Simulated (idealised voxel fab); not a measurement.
Process module, titled voxel tone inversion
280 nm wide, 5 nm square cells: that's cross-section cut.
A cross-section in this document is a grid of square cells, and it is written down as bands, the top band listed before the ones below it; a band is made up of one or more rows of cells.
It is stipulated that each band's entry specify, in nanometres, the height of the top of the band and then that of its bottom, followed by the materials of the band in left-to-right sequence, each together with its width in nanometres. A single material marked by the word "throughout" is understood to fill the band from edge to edge; the word "empty" is understood to denote empty space.
Measure heights from 0. That's the level where, below it, the as-received wafer is all one material. The lowest band is bottomless and extends downward; write it as in "0 nm and below".
Top row gets the first number, bottom row gets the second, and each row in between changes by the same step: that is how a band width like "30->40" works.
It should be understood that the words "nothing got changed", when stated for a given step, signify that the cross-section underwent no change in any of its cells during that step.
"Unvented internal voids" contains a list of empty spaces, each no smaller than 8 cells and without an open way to the top, written in the form width x height at distance with the distance from the left edge and all three in nm.
after a step's settings: what the simulator itself notes on the step
What "overlay nm" on a step's line means: if the step has a mask, that mask lay this far to the right of its planned place, or, when the value is negative, to the left.

**Process steps - plan**
1. RECEIVE with material Si
2. CONFORMAL_DEP with material SiN, thk nm 10
3. DIRECTIONAL_DEP with material aC, thk nm 20
4. PATTERN with tone cover, mask id POSTS, material resist, width nm 20, pitch nm 40, thk nm 30, overlay nm 0
5. DIRECTIONAL_ETCH with etch materials aC, depth nm 20
6. STRIP with etch materials resist
7. FILL_DEP with material lowk, thk nm 5
8. CMP with height nm 30
9. STRIP with etch materials aC
10. CONFORMAL_DEP with material TiN, thk nm 5
11. FILL_DEP with material Ru, thk nm 5
12. CMP with height nm 30
13. CONFORMAL_DEP with material SiCN, thk nm 5

**Incoming wafer in cross-section (state: after step 1)**
0 nm and below  Si throughout
Unvented internal voids: none

**The following cross-section depicts the wafer upon conclusion of the module. Processing commenced from the starting condition illustrated above and adhered to the plan illustrated above, save for one mistake in execution**
35 nm to 30 nm  SiCN throughout
30 nm to 20 nm  SiN throughout
20 nm to 0 nm  aC throughout
0 nm and below  Si throughout
Unvented internal voids: none
So what did we get wrong on this run? the executed order of steps 2 and 3 is the reverse of that specified in the plan, each step having taken the other's position
